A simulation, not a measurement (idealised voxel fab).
Process module, titled voxel quadruple lines
Xsec cut, 145 nm wide, square cell size 5 nm.
Cross-section = grid of square cells, listed top down in bands; band = one or more rows. The band entry comprises the height of the band's top followed by the height of its bottom, expressed in nm, and subsequently the band's materials from left to right, each stated together with its width in nm. Where a single material is marked with the word "all across", that material fills the band from edge to edge. The word "air" represents empty space. Heights are reckoned from 0. Under this level, the received wafer is all of one material. The bottommost band is open-ended downward, for example "from 0 down". You'd read "30->40" like this: the band's top row of cells is as wide as the first number, its bottom row is as wide as the second, and going down, every row changes width by the same amount as the row before did. Where the words "no modification" appear for a step, the cross-section shows no cell changed by that step; every cell remained as before. "Closed voids list" - sealed voids, min. 8 cells, no opening to top; format: width x height at distance (distance from left edge; nm throughout). If you see something after the settings on a step's line, that's the simulator's own remark about that step. If you see "overlay nm" on a step's line and that step has a mask, it's telling you how far right of where it was planned the mask ended up; a negative number means it went left instead.

Steps in the process plan:
step 1: RECEIVE: material Si
step 2: CONFORMAL_DEP: material SiO2, thk nm 10
step 3: DIRECTIONAL_DEP: material W, thk nm 10
step 4: DIRECTIONAL_DEP: material polySi, thk nm 20
step 5: DIRECTIONAL_DEP: material aC, thk nm 20
step 6: PATTERN: tone cover, mask id MANDREL, material resist, width nm 20, thk nm 25, overlay nm 0
step 7: DIRECTIONAL_ETCH: etch materials aC, depth nm 20
step 8: STRIP: etch materials resist
step 9: CONFORMAL_DEP: material SiO2, thk nm 10
step 10: DIRECTIONAL_ETCH: etch materials SiO2, depth nm 10
step 11: STRIP: etch materials aC
step 12: DIRECTIONAL_ETCH: etch materials polySi, depth nm 20
step 13: STRIP: etch materials SiO2
step 14: CONFORMAL_DEP: material SiCN, thk nm 5
step 15: DIRECTIONAL_ETCH: etch materials SiCN, depth nm 5
step 16: STRIP: etch materials polySi
step 17: DIRECTIONAL_ETCH: etch materials W, depth nm 10
step 18: STRIP: etch materials SiCN

Wafer at receipt (post step 1), cross-section:
- from 0 down | Si all across
- Closed voids list: none

Cross-sectional image of the first of two wafers at the end of the module, the run having proceeded as planned:
- from 20 to 10 | 45 air; 5 W; 10 air; 5 W; 10 air; 5 W; 10 air; 5 W; 50 air
- from 10 to 0 | SiO2 all across
- from 0 down | Si all across
- Closed voids list: none

Cross-section of the latter of the two wafers at module completion. It had an identical start and an identical plan to the former; in running it, one mistake was made:
- from 40 to 20 | aC all across
- from 20 to 10 | W all across
- from 10 to 0 | SiO2 all across
- from 0 down | Si all across
- Closed voids list: none
Heads up, the wafer didn't run the way we planned it: steps 4 and 5 of the plan were run in the wrong order, each in the other's place
at the end the second wafer has, in cells: +50 W; +116 aC
